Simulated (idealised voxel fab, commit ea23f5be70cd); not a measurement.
The document below concerns the process module designated voxel local oxidation.
Section cut is 230 nm wide and gridded with 5 nm square cells.
Cross-sections here: square-cell grids, written as top-down lists of bands, a band being one or more rows of cells. Each band's line starts with the height of the band's top and of its bottom, in nm. Then come its materials from left to right, each with its width in nm. One material with "all across" fills the band from edge to edge. "blank" is empty space. Heights are reckoned from 0. Under this level, the received wafer is all of one material. The bottommost band is open-ended downward, for example "0..down". The expression "30 to 40" gives the width at the extremes of the band, the first number at its top row of cells and the second at its bottom row, with the width changing by equal amounts from each row to the next in between. When a step is marked "changes: none", none of the cells in the cross-section changed during that step. The label "Trapped voids" introduces a list of the empty spaces, 8 cells or larger, that have no open way up to the top; each entry in it reads width x height at distance, where the distance is taken from the left edge and all three are stated in nm. Anything after a step's settings on that line? It's the simulator's own note about the step. On any step carrying a mask, the "overlay nm" setting, if present on the step's line, tells how far right of its planned place the mask lay; negative values point to the left.

[List of planned process steps]
1 RECEIVE with material Si
2 CONFORMAL_DEP with material SiO2, thk nm 5
3 CONFORMAL_DEP with material SiN, thk nm 10
4 PATTERN with tone cover, mask id ACTIVE, material resist, width nm 100, thk nm 20, overlay nm 0
5 DIRECTIONAL_ETCH with etch materials SiN, depth nm 10
6 STRIP with etch materials resist
7 SELECTIVE_ETCH with etch materials SiO2, depth nm 5
8 OXIDIZE with depth nm 10
9 STRIP with etch materials SiN
Across this set of wafers, the varied parameter is the width nm of step 4. Starting conditions are identical for every wafer, and the plan reports the value assigned to the first wafer.

[Cross-section of the first of several wafers as received (after step 1)]
* 0..down | Si all across
* Trapped voids: none

[Where each wafer stands at the end of the module, a row apiece: cells of each material gained (+) or lost (-) since it was received, then closed voids]
width nm 100 | -64 Si | +82 SiO2 | Trapped voids: none
width nm 105 | -62 Si | +81 SiO2 | Trapped voids: none
width nm 110 | -60 Si | +80 SiO2 | Trapped voids: none
width nm 115 | -58 Si | +79 SiO2 | Trapped voids: none
width nm 120 | -56 Si | +78 SiO2 | Trapped voids: none
width nm 125 | -54 Si | +77 SiO2 | Trapped voids: none
